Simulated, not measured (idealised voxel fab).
The document below concerns the process module designated voxel self aligned vias.
Square cells of 5 nm make up the cross-section cut, whose width is 200 nm.
Reading order for cross-sections: top band down to bottom band. Underlying form: a grid of square cells. Band size: one or more rows of cells.
First you get the band's top height and its bottom height, in nm, and then the materials it's made of, left to right, with each width in nm. If you see a single material with "throughout", that one covers the band edge to edge. "blank" is empty space.
Height reference: 0 = level under which incoming wafer is all one material. Lowest band: no bottom, runs on downward, e.g. "0..down".
A two-number width, for instance "30->40", indicates that the width is equal to the first number in the top row of the band and to the second number in the bottom row, and that it changes by a constant amount per row of cells.
Reading "no alteration" for a step: not a cell of the cross-section changed in it.
If an empty space has no open way to the top and is at least 8 cells in size, "Closed void listing" lists it, written width x height at distance, where distance is measured from the left edge and every value is in nm.
Text after the settings on a step's line: the simulator's own remark on that step.
A step's line can hold "overlay nm"; with a mask on that step, the setting says how far right of the planned place the mask lay, while a negative setting says it lay to the left.
PROCESS STEPS - PLAN
| 1 | RECEIVE | material Si |
| 2 | CONFORMAL_DEP | material SiO2 | thk nm 10 |
| 3 | CONFORMAL_DEP | material SiCN | thk nm 5 |
| 4 | DIRECTIONAL_DEP | material SiO2 | thk nm 20 |
| 5 | MASKED_ETCH | tone open | mask id LINES | width nm 30 | pitch nm 75 | etch materials SiO2 | depth nm 20 | overlay nm 0 |
| 6 | CONFORMAL_DEP | material TiN | thk nm 5 |
| 7 | FILL_DEP | material Ru | thk nm 5 |
| 8 | CMP | height nm 35 |
| 9 | SELECTIVE_ETCH | etch materials W Ru TiN | depth nm 5 |
| 10 | FILL_DEP | material SiN | thk nm 5 |
| 11 | CMP | height nm 35 |
| 12 | DIRECTIONAL_DEP | material SiO2 | thk nm 20 |
| 13 | MASKED_ETCH | tone open | mask id VIAS | width nm 50 | pitch nm 75 | etch materials SiO2 | depth nm 20 | overlay nm 0 |
| 14 | MASKED_ETCH | tone open | mask id VIAS | width nm 50 | pitch nm 75 | etch materials SiN | depth nm 5 | overlay nm 0 |
| 15 | CONFORMAL_DEP | material TiN | thk nm 5 |
| 16 | FILL_DEP | material W | thk nm 5 |
| 17 | CMP | height nm 55 |
| 18 | CONFORMAL_DEP | material SiN | thk nm 5 |
DELIVERED WAFER IN CROSS-SECTION: STATE AFTER STEP 1
> 0..down = Si throughout
> Closed void listing: none
THIS IS HOW THE WAFER LOOKS IN CROSS-SECTION ONCE THE MODULE IS DONE, GIVEN THE STARTING STATE AND PLAN ABOVE AND ONE MISTAKE IN CARRYING THE PLAN OUT
> 60..55 = SiN throughout
> 55..40 = 35 of SiO2, then 5 of TiN, then 40 of W, then 5 of TiN, then 25 of SiO2, then 5 of TiN, then 40 of W, then 5 of TiN, then 40 of SiO2
> 40..35 = 35 of SiO2, then 20 of TiN, then 10 of W, then 20 of TiN, then 25 of SiO2, then 20 of TiN, then 10 of W, then 20 of TiN, then 40 of SiO2
> 35..30 = 50 of SiO2, then 20 of TiN, then 55 of SiO2, then 20 of TiN, then 55 of SiO2
> 30..20 = 50 of SiO2, then 5 of TiN, then 10 of Ru, then 5 of TiN, then 55 of SiO2, then 5 of TiN, then 10 of Ru, then 5 of TiN, then 55 of SiO2
> 20..15 = 50 of SiO2, then 20 of TiN, then 55 of SiO2, then 20 of TiN, then 55 of SiO2
> 15..10 = SiCN throughout
> 10..0 = SiO2 throughout
> 0..down = Si throughout
> Closed void listing: none
Want to know what went wrong? step 5 did not happen as planned, as run it was MASKED_ETCH | tone open | mask id LINES | width nm 20 | pitch nm 75 | etch materials SiO2 | depth nm 20 | overlay nm 0
